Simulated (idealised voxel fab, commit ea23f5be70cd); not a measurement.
The process module that follows is named voxel tone inversion.
Cross-section cut: width 265 nm, square cells of 5 nm.
Throughout this document, each cross-section is represented as a grid of square cells and is presented as a sequence of bands enumerated from the top downward, where a band comprises one or more rows of cells. This entry defines a band. It first specifies the height of the band's top and the height of its bottom in nm, and then specifies the band's materials from left to right, stating each material with its width in nm. The word "edge to edge" identifies a single material that fills the band from edge to edge, while the word "air" identifies empty space. Height is counted from the level 0, under which the received wafer is composed throughout of one material. The lowest of the bands is not closed at the bottom but continues downward, in the notation "top 0, no bottom". When a width is written as two numbers, as in "30->40", the first number is the width in the top row of cells of the band and the second is the width in its bottom row, and the width changes by the same amount from each row to the next. What does "stayed the same" mean for a step? It means no cell of the cross-section changed in that step. Under "Closed cavity list" you'll find the enclosed gaps, the ones with no way out to the top, that are 8 cells or bigger; each reads width x height at distance, with distance counted from the left edge, everything in nm. The remark found on a step's line after its settings is issued by the simulator itself and pertains to that step. overlay nm: step with mask; distance mask lay right of planned place; negative value = left of planned place.

Here's what the planned process steps look like:
1: RECEIVE,material Si
2: CONFORMAL_DEP,material SiCN,thk nm 10
3: DIRECTIONAL_DEP,material polySi,thk nm 25
4: PATTERN,tone cover,mask id POSTS,material resist,width nm 25,pitch nm 40,thk nm 35,overlay nm 0
5: DIRECTIONAL_ETCH,etch materials polySi,depth nm 25
6: STRIP,etch materials resist
7: FILL_DEP,material SiO2,thk nm 10
8: CMP,height nm 35
9: STRIP,etch materials polySi

Cross-section of the incoming wafer, state after step 1:
    top 0, no bottom  Si edge to edge
    Closed cavity list: none

End-of-module XS, first of two wafers, run as planned:
    top 35, bottom 10  SiO2 (80), air (25), SiO2 (15), air (25), SiO2 (15), air (25), SiO2 (80)
    top 10, bottom 0  SiCN edge to edge
    top 0, no bottom  Si edge to edge
    Closed cavity list: none

Wafer two cross-section, module end. Start and plan unchanged from wafer one; one mistake made during the run:
    top 35, bottom 10  SiO2 (85), air (20), SiO2 (20), air (20), SiO2 (20), air (20), SiO2 (80)
    top 10, bottom 0  SiCN edge to edge
    top 0, no bottom  Si edge to edge
    Closed cavity list: none
What went wrong in running the wafer? heads up, step 4 didn't go per plan, it actually ran as PATTERN,tone cover,mask id POSTS,material resist,width nm 20,pitch nm 40,thk nm 35,overlay nm 0
End check, counted in cells, second wafer has more or fewer of these materials than the first: SiO2: 15 more
